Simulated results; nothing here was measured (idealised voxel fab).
The process module that follows is named voxel local oxidation.
The cross-section on display is named cut; it measures 300 nm wide, and its cells are 5 nm squares.
Throughout this document, each cross-section is represented as a grid of square cells and is presented as a sequence of bands enumerated from the top downward, where a band comprises one or more rows of cells.
Look at the band entry: it leads with the top's height and the bottom's height in nm. Then it lists the materials left to right, with a width in nm for each. The word "all across" on a single material says that material fills the band edge to edge. The word "blank" is empty space.
The reference from which all heights are counted is 0, the level beneath which the as-received wafer is entirely one material; the lowest band, having no lower bound, proceeds downward and is written after the example "top 0, no bottom".
A width given as "30..40" starts at the first number in the band's top row and ends at the second number in its bottom row, shifting by an equal amount at every step from row to row.
The cross-section has no changed cell in any step marked "identical to before".
Empty spaces counting at least 8 cells and having no open way to the top are listed in "Closed void listing". The notation width x height at distance is used for each, the distance being from the left edge and all three values in nm.
after a step's settings: what the simulator itself notes on the step
Among the settings permitted on a step's line is "overlay nm"; applied to a step with a mask, it specifies the extent to which the mask lay to the right of its planned position, whereas a negative figure signifies a position to the left.
**Planned process steps**
1,RECEIVE, material Si
2,CONFORMAL_DEP, material SiO2, thk nm 5
3,CONFORMAL_DEP, material SiN, thk nm 15
4,PATTERN, tone cover, mask id ACTIVE, material resist, width nm 105, thk nm 20, overlay nm 0
5,DIRECTIONAL_ETCH, etch materials SiN, depth nm 15
6,STRIP, etch materials resist
7,SELECTIVE_ETCH, etch materials SiO2, depth nm 5
8,OXIDIZE, depth nm 10
9,STRIP, etch materials SiN
**Cross-section, incoming material, after step 1**
	top 0, no bottom = Si all across
	Closed void listing: none
**The plan above was carried out on the starting structure above with one mistake, and this cross-section shows the wafer at the end of the module**
	top 0, bottom -10 = 110 of blank | 75 of Si | 115 of blank
	top -10, no bottom = Si all across
	Closed void listing: none
Finding, execution versus plan: in deviation from the planned setting, step 9 was conducted as STRIP, etch materials SiO2
